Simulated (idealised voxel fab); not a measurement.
Title: Process Module voxel transistor to metal
Shown is cross-section cut, with a width of 165 nm and square cells of size 5 nm.
Throughout this document, each cross-section is represented as a grid of square cells and is presented as a sequence of bands enumerated from the top downward, where a band comprises one or more rows of cells.
The entry gives the band's vertical extent as a top height and a bottom height in nm, then its horizontal make-up as materials from left to right, each with a width in nm. "empty" stands for empty space; a single material marked "everywhere" fills the band edge to edge.
Heads up on the height convention: 0 is the point under which the incoming wafer is all one material, and the lowest band has no bottom, it just keeps going down, like "0 -> down".
A width given as "30->40" starts at the first number in the band's top row and ends at the second number in its bottom row, shifting by an equal amount at every step from row to row.
No cell of the cross-section changed in a step that is given as "nothing changed".
So "Enclosed cavities" is basically the list of trapped voids: any empty space of 8 cells or more that can't reach the top through an opening. They're written width x height at distance, the distance being from the left edge, and it's all nm.
Heads up: the bit after the settings on a step's line is the simulator's remark on that step.
Among the settings permitted on a step's line is "overlay nm"; applied to a step with a mask, it specifies the extent to which the mask lay to the right of its planned position, whereas a negative figure signifies a position to the left.
## Steps planned for the process
1) RECEIVE [material Si]
2) OXIDIZE [depth nm 5]
3) CONFORMAL_DEP [material SiN] [thk nm 10]
4) MASKED_ETCH [tone cover] [mask id ACTIVE] [width nm 115] [etch materials SiN] [depth nm 10] [overlay nm 0]
5) MASKED_ETCH [tone cover] [mask id ACTIVE] [width nm 115] [etch materials SiO2] [depth nm 5] [overlay nm 0]
6) MASKED_ETCH [tone cover] [mask id ACTIVE] [width nm 115] [etch materials Si] [depth nm 30] [overlay nm 0]
7) OXIDIZE [depth nm 5]
8) FILL_DEP [material SiO2] [thk nm 10]
9) CMP [height nm 10]
10) SELECTIVE_ETCH [etch materials SiO2] [depth nm 5]
11) STRIP [etch materials SiN]
12) SELECTIVE_ETCH [etch materials SiO2] [depth nm 5]
13) OXIDIZE [depth nm 5]
14) DIRECTIONAL_DEP [material polySi] [thk nm 20]
15) DIRECTIONAL_DEP [material SiCN] [thk nm 15]
16) DIRECTIONAL_DEP [material aC] [thk nm 15]
17) PATTERN [tone cover] [mask id GATE] [material resist] [width nm 25] [thk nm 35] [overlay nm 0]
18) DIRECTIONAL_ETCH [etch materials aC] [depth nm 15]
19) STRIP [etch materials resist]
20) DIRECTIONAL_ETCH [etch materials SiCN] [depth nm 25]
21) DIRECTIONAL_ETCH [etch materials polySi] [depth nm 30]
22) STRIP [etch materials aC]
23) CONFORMAL_DEP [material SiN] [thk nm 10]
24) DIRECTIONAL_ETCH [etch materials SiN] [depth nm 10]
25) DIRECTIONAL_ETCH [etch materials SiO2] [depth nm 5]
26) EPI [material pSi] [thk nm 5]
27) FILL_DEP [material SiO2] [thk nm 5]
28) CMP [height nm 15]
29) STRIP [etch materials polySi]
30) SELECTIVE_ETCH [etch materials SiO2] [depth nm 5]
31) CONFORMAL_DEP [material HfO2] [thk nm 5]
32) CONFORMAL_DEP [material TiN] [thk nm 5]
33) FILL_DEP [material W] [thk nm 10]
34) CMP [height nm 10]
35) DIRECTIONAL_DEP [material SiO2] [thk nm 15]
36) DIRECTIONAL_DEP [material aC] [thk nm 10]
37) PATTERN [tone open] [mask id CONTACT] [material resist] [width nm 20] [pitch nm 85] [thk nm 25] [overlay nm 0]
38) DIRECTIONAL_ETCH [etch materials aC] [depth nm 10]
39) STRIP [etch materials resist]
40) DIRECTIONAL_ETCH [etch materials SiO2] [depth nm 30]
41) STRIP [etch materials aC]
42) CONFORMAL_DEP [material TiN] [thk nm 5]
43) FILL_DEP [material W] [thk nm 5]
44) CMP [height nm 25]
45) CONFORMAL_DEP [material SiCN] [thk nm 5]
46) DIRECTIONAL_DEP [material SiO2] [thk nm 20]
47) MASKED_ETCH [tone open] [mask id METAL_1] [width nm 20] [pitch nm 85] [etch materials SiO2] [depth nm 20] [overlay nm 0]
48) MASKED_ETCH [tone open] [mask id METAL_1] [width nm 20] [pitch nm 85] [etch materials SiCN] [depth nm 5] [overlay nm 0]
49) CONFORMAL_DEP [material TiN] [thk nm 5]
50) FILL_DEP [material Cu] [thk nm 5]
51) CMP [height nm 50]
52) CONFORMAL_DEP [material SiCN] [thk nm 5]
For clarity, it should be stated that the wafers under discussion commence in an identical condition and differ with respect to the thk nm of step 42, the plan indicating the value that the first wafer had.
## Cut through the first of several wafers as received, post step 1
  0 -> down: Si everywhere
  Enclosed cavities: none
## End-of-module cross-section, first of several wafers, after last step 52
  55 -> 50: SiCN everywhere
  50 -> 30: 30 nm SiO2, then 5 nm TiN, then 10 nm Cu, then 5 nm TiN, then 65 nm SiO2, then 5 nm TiN, then 10 nm Cu, then 5 nm TiN, then 30 nm SiO2
  30 -> 25: 30 nm SiCN, then 20 nm TiN, then 65 nm SiCN, then 20 nm TiN, then 30 nm SiCN
  25 -> 10: 30 nm SiO2, then 5 nm TiN, then 10 nm W, then 5 nm TiN, then 65 nm SiO2, then 5 nm TiN, then 10 nm W, then 5 nm TiN, then 30 nm SiO2
  10 -> 0: 30 nm SiO2, then 5 nm TiN, then 10 nm W, then 5 nm TiN, then 10 nm SiO2, then 10 nm SiN, then 5 nm HfO2, then 5 nm TiN, then 5 nm W, then 5 nm TiN, then 5 nm HfO2, then 10 nm SiN, then 10 nm SiO2, then 5 nm TiN, then 10 nm W, then 5 nm TiN, then 30 nm SiO2
  0 -> -5: 20 nm SiO2, then 10 nm SiN, then 20 nm TiN, then 10 nm SiO2, then 10 nm SiN, then 5 nm HfO2, then 15 nm TiN, then 5 nm HfO2, then 10 nm SiN, then 10 nm SiO2, then 20 nm TiN, then 10 nm SiN, then 20 nm SiO2
  -5 -> -10: 30 nm SiO2, then 30 nm pSi, then 5 nm SiO2, then 35 nm HfO2, then 5 nm SiO2, then 30 nm pSi, then 30 nm SiO2
  -10 -> -40: 30 nm SiO2, then 105 nm Si, then 30 nm SiO2
  -40 -> down: Si everywhere
  Enclosed cavities: none
## Module end, final wafer: cross-section
  55 -> 50: SiCN everywhere
  50 -> 30: 30 nm SiO2, then 5 nm TiN, then 10 nm Cu, then 5 nm TiN, then 65 nm SiO2, then 5 nm TiN, then 10 nm Cu, then 5 nm TiN, then 30 nm SiO2
  30 -> 25: 30 nm SiCN, then 20 nm TiN, then 65 nm SiCN, then 20 nm TiN, then 30 nm SiCN
  25 -> 10: 30 nm SiO2, then 20 nm TiN, then 65 nm SiO2, then 20 nm TiN, then 30 nm SiO2
  10 -> 0: 30 nm SiO2, then 20 nm TiN, then 10 nm SiO2, then 10 nm SiN, then 5 nm HfO2, then 5 nm TiN, then 5 nm W, then 5 nm TiN, then 5 nm HfO2, then 10 nm SiN, then 10 nm SiO2, then 20 nm TiN, then 30 nm SiO2
  0 -> -5: 20 nm SiO2, then 10 nm SiN, then 20 nm TiN, then 10 nm SiO2, then 10 nm SiN, then 5 nm HfO2, then 15 nm TiN, then 5 nm HfO2, then 10 nm SiN, then 10 nm SiO2, then 20 nm TiN, then 10 nm SiN, then 20 nm SiO2
  -5 -> -10: 30 nm SiO2, then 30 nm pSi, then 5 nm SiO2, then 35 nm HfO2, then 5 nm SiO2, then 30 nm pSi, then 30 nm SiO2
  -10 -> -40: 30 nm SiO2, then 105 nm Si, then 30 nm SiO2
  -40 -> down: Si everywhere
  Enclosed cavities: none
## Below is a per-wafer table. In it, each row describes the wafer at the end of the module by giving, for each material, the number of cells gained (+) or lost (-) since the wafer was received, and after that the closed voids of the wafer
thk nm 5 | +16 Cu | +13 HfO2 | -138 Si | +58 SiCN | +16 SiN | +305 SiO2 | +59 TiN | +22 W | +12 pSi | Enclosed cavities: none
thk nm 10 | +16 Cu | +13 HfO2 | -138 Si | +58 SiCN | +16 SiN | +305 SiO2 | +79 TiN | +2 W | +12 pSi | Enclosed cavities: none
thk nm 15 | +16 Cu | +13 HfO2 | -138 Si | +58 SiCN | +16 SiN | +305 SiO2 | +79 TiN | +2 W | +12 pSi | Enclosed cavities: none
thk nm 20 | +16 Cu | +13 HfO2 | -138 Si | +58 SiCN | +16 SiN | +305 SiO2 | +79 TiN | +2 W | +12 pSi | Enclosed cavities: none
